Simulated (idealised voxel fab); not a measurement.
Module name: voxel ribs on slabs (process module)
This is section cut - it's 290 nm across, gridded in 5 nm square cells.
In this document a cross-section is written as a grid of square cells. It is given as a series of bands, listed from the top down, and a band is one or more rows of cells. What a band's entry tells you: where the top is and where the bottom is, as heights in nm, and after that what lies inside, material by material from left to right, each with its width in nm. Empty space is written as the word "blank", and a single material marked with the word "throughout" occupies the band from edge to edge. Where do heights start? At 0: under that level the wafer as delivered is made of one material only. And the lowest band has no floor; it just carries on downward, as in "from 0 down". Graded width ("30->40"): value in top row of band = first number; value in bottom row = second number; row-to-row change constant. Where a step carries "no modification", the cross-section came out of it unchanged, cell for cell. The entry titled "Entrapped void list" provides the empty spaces that have no open way to the top, restricted to those of 8 cells or more. Each is presented as width x height at distance, the distance being measured from the left edge, with all three in nm. The remark found on a step's line after its settings is issued by the simulator itself and pertains to that step. "overlay nm" denotes, for a step that has a mask, the displacement of the mask to the right of its planned place, with negative values corresponding to the left.

## Planned step list for the process
- 1: RECEIVE [material Si]
- 2: DIRECTIONAL_DEP [material SiO2] [thk nm 30]
- 3: DIRECTIONAL_DEP [material SiN] [thk nm 15]
- 4: MASKED_ETCH [tone cover] [mask id RIB] [width nm 25] [etch materials SiN] [depth nm 10] [overlay nm 0]
- 5: MASKED_ETCH [tone cover] [mask id SLAB] [width nm 65] [etch materials SiN] [depth nm 5] [overlay nm 0]
- 6: FILL_DEP [material SiO2] [thk nm 15]
- 7: CMP [height nm 55]
- 8: DIRECTIONAL_DEP [material TiN] [thk nm 10]
- 9: DIRECTIONAL_DEP [material aC] [thk nm 10]
- 10: PATTERN [tone cover] [mask id HEATER] [material resist] [width nm 35] [thk nm 25] [overlay nm 0]
- 11: DIRECTIONAL_ETCH [etch materials aC] [depth nm 10]
- 12: STRIP [etch materials resist]
- 13: DIRECTIONAL_ETCH [etch materials TiN] [depth nm 10]
- 14: STRIP [etch materials aC]
- 15: CONFORMAL_DEP [material SiO2] [thk nm 5]

## Wafer as received: cross-section following step 1
from 0 down  Si throughout
Entrapped void list: none

## Same starting wafer, same plan as above, one mistake in the execution; this is the cross-section at the end of the module
from 70 to 65  125 nm blank | 35 nm SiO2 | 130 nm blank
from 65 to 60  125 nm blank | 5 nm SiO2 | 25 nm TiN | 5 nm SiO2 | 130 nm blank
from 60 to 55  130 nm SiO2 | 25 nm TiN | 135 nm SiO2
from 55 to 45  SiO2 throughout
from 45 to 35  130 nm SiO2 | 25 nm SiN | 135 nm SiO2
from 35 to 30  110 nm SiO2 | 65 nm SiN | 115 nm SiO2
from 30 to 0  SiO2 throughout
from 0 down  Si throughout
Entrapped void list: none
Against the plan, the run slipped here: step 10 was not run as planned; what actually ran was PATTERN [tone cover] [mask id HEATER] [material resist] [width nm 25] [thk nm 25] [overlay nm 0]
